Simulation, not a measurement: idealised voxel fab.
process module | voxel self aligned vias
cross-section cut | 245 nm wide | cells 5 nm
A cross-section is a grid of square cells, given in bands from the top down. A band is one or more rows of cells.
Each band's line starts with the height of the band's top and of its bottom, in nm. Then come its materials from left to right, each with its width in nm. One material with "throughout" fills the band from edge to edge. "air" is empty space.
Height 0 is the level under which the wafer as received is all one material. The lowest band goes on downwards, as in "0 down".
A width such as "30 to 40" changes by the same amount from each row of cells to the next, from the band's top row to its bottom row.
"no change" after a step means that no cell of the cross-section changed.
closed voids: empty space of 8 cells or more with no open way to the top, each as width x height at its distance from the left edge, in nm
after a step's settings: what the simulator itself notes on the step
overlay nm, on a step with a mask: how far to the right of its planned place the mask lay; to the left if negative
plan
1 op RECEIVE | material Si
2 op CONFORMAL_DEP | material SiO2 | thk nm 10
3 op CONFORMAL_DEP | material SiCN | thk nm 5
4 op DIRECTIONAL_DEP | material lowk | thk nm 25
5 op MASKED_ETCH | tone open | mask id LINES | width nm 25 | pitch nm 60 | etch materials lowk | depth nm 25 | overlay nm 0
6 op CONFORMAL_DEP | material TiN | thk nm 5
7 op FILL_DEP | material W | thk nm 5
8 op CMP | height nm 40
9 op SELECTIVE_ETCH | etch materials W Ru TiN | depth nm 10
10 op FILL_DEP | material SiN | thk nm 5
11 op CMP | height nm 40
12 op DIRECTIONAL_DEP | material lowk | thk nm 20
13 op PATTERN | tone open | mask id VIAS | material resist | width nm 45 | pitch nm 60 | thk nm 20 | overlay nm 0
14 op DIRECTIONAL_ETCH | etch materials lowk | depth nm 20
15 op DIRECTIONAL_ETCH | etch materials SiN | depth nm 10
16 op STRIP | etch materials resist
17 op CONFORMAL_DEP | material TiN | thk nm 5
18 op FILL_DEP | material Ru | thk nm 5
19 op CMP | height nm 60
20 op CONFORMAL_DEP | material SiN | thk nm 5
as received, after step 1
  0 down: Si throughout
  closed voids: none
first wafer at the end, as planned
  65 to 60: SiN throughout
  60 to 45: lowk 70 | TiN 5 | Ru 35 | TiN 5 | lowk 15 | TiN 5 | Ru 35 | TiN 5 | lowk 70
  45 to 35: lowk 70 to 80 | TiN 15 to 5 | Ru 15 | TiN 15 to 5 | lowk 15 to 35 | TiN 15 to 5 | Ru 15 | TiN 15 to 5 | lowk 70 to 80
  35 to 30: lowk 80 | TiN 25 | lowk 35 | TiN 25 | lowk 80
  30 to 20: lowk 80 | TiN 5 | W 15 | TiN 5 | lowk 35 | TiN 5 | W 15 | TiN 5 | lowk 80
  20 to 15: lowk 80 | TiN 25 | lowk 35 | TiN 25 | lowk 80
  15 to 10: SiCN throughout
  10 to 0: SiO2 throughout
  0 down: Si throughout
  closed voids: none
second wafer at the end: like start, like plan, one mistake
  65 to 60: SiN throughout
  60 to 45: lowk 70 | TiN 5 | Ru 35 | TiN 5 | lowk 15 | TiN 5 | Ru 35 | TiN 5 | lowk 70
  45 to 35: lowk 70 to 80 | TiN 15 to 5 | Ru 15 | TiN 15 to 5 | lowk 15 to 35 | TiN 15 to 5 | Ru 15 | TiN 15 to 5 | lowk 70 to 80
  35 to 30: lowk 80 | TiN 25 | lowk 35 | TiN 25 | lowk 80
  30 to 20: lowk 80 | TiN 5 | W 15 | TiN 5 | lowk 35 | TiN 5 | W 15 | TiN 5 | lowk 80
  20 to 15: lowk 80 | TiN 25 | lowk 35 | TiN 25 | lowk 80
  15 to 0: SiCN throughout
  0 down: Si throughout
  closed voids: none
what went wrong: step 2 ran as: op CONFORMAL_DEP | material SiCN | thk nm 10
at the end the second wafer has, in cells: 98 more of SiCN | 98 fewer of SiO2
